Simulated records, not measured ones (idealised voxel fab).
process module | voxel fin reveal
Section shown: cut. Width: 180 nm. Cell size: 5 nm, square.
For the purposes of this document, a cross-section shall be understood as a grid of square cells, specified as bands listed in top-to-bottom order, each band consisting of one or more rows of cells.
Per band: top height and bottom height in nm, followed by the left-to-right materials and their widths in nm; "edge to edge" marks a single material spanning edge to edge, "air" marks empty space.
Zero point of the height axis is 0; under it, received wafer = one material. Lowest band: continues down indefinitely, "top 0, no bottom".
Note: "30 to 40" means the width goes from the first number (top row of the band) to the second number (bottom row) in equal steps per row of cells.
Key: "changes: none" - step with no changed cell in the cross-section.
"Cavities, sealed" specifies each empty space that is not open to the top and that occupies no fewer than 8 cells, using the form width x height at distance, the distance measured from the left edge and all three quantities in nm.
The remark found on a step's line after its settings is issued by the simulator itself and pertains to that step.
overlay nm, on a step with a mask: how far to the right of its planned place the mask lay; to the left if negative

PROCESS STEPS - PLAN
| 1 | RECEIVE | material Si |
| 2 | CONFORMAL_DEP | material SiN | thk nm 10 |
| 3 | DIRECTIONAL_DEP | material aC | thk nm 10 |
| 4 | PATTERN | tone cover | mask id FINS | material resist | width nm 15 | pitch nm 45 | thk nm 25 | overlay nm 0 |
| 5 | DIRECTIONAL_ETCH | etch materials aC | depth nm 10 |
| 6 | STRIP | etch materials resist |
| 7 | DIRECTIONAL_ETCH | etch materials SiN | depth nm 10 |
| 8 | DIRECTIONAL_ETCH | etch materials Si | depth nm 30 |
| 9 | STRIP | etch materials aC |
| 10 | FILL_DEP | material SiO2 | thk nm 10 |
| 11 | CMP | height nm 10 |
| 12 | SELECTIVE_ETCH | etch materials SiO2 | depth nm 30 |
| 13 | STRIP | etch materials SiN |
| 14 | CONFORMAL_DEP | material HfO2 | thk nm 5 |

CROSS-SECTION OF THE WAFER UPON ARRIVAL, REPRESENTING THE STATE REACHED AFTER STEP 1
    top 0, no bottom = Si edge to edge
    Cavities, sealed: none

HERE'S THE CROSS-SECTION OF THE FIRST OF OUR TWO WAFERS AT THE END OF THE MODULE - IT RAN AS PLANNED
    top 5, bottom 0 = air 55 | HfO2 25 | air 20 | HfO2 25 | air 55
    top 0, bottom -15 = air 55 | HfO2 5 | Si 15 | HfO2 5 | air 20 | HfO2 5 | Si 15 | HfO2 5 | air 55
    top -15, bottom -20 = HfO2 60 | Si 15 | HfO2 30 | Si 15 | HfO2 60
    top -20, bottom -30 = SiO2 60 | Si 15 | SiO2 30 | Si 15 | SiO2 60
    top -30, no bottom = Si edge to edge
    Cavities, sealed: none

SO THIS IS WAFER NUMBER TWO OF THE TWO, CUT AT THE END OF THE MODULE - IT STARTED WHERE THE FIRST DID AND HAD THE SAME PLAN, WE JUST GOT ONE THING WRONG RUNNING IT
    top 5, bottom 0 = air 50 | HfO2 35 | air 10 | HfO2 35 | air 50
    top 0, bottom -15 = air 50 | HfO2 5 | Si 25 | HfO2 5 | air 10 | HfO2 5 | Si 25 | HfO2 5 | air 50
    top -15, bottom -20 = HfO2 55 | Si 25 | HfO2 20 | Si 25 | HfO2 55
    top -20, bottom -30 = SiO2 55 | Si 25 | SiO2 20 | Si 25 | SiO2 55
    top -30, no bottom = Si edge to edge
    Cavities, sealed: none
Short version of what went wrong: step 4: run off-plan, actual operation and settings PATTERN | tone cover | mask id FINS | material resist | width nm 25 | pitch nm 45 | thk nm 25 | overlay nm 0
At the finish, the second wafer shows more or fewer cells for some materials than the first does: Si +24; SiO2 -8
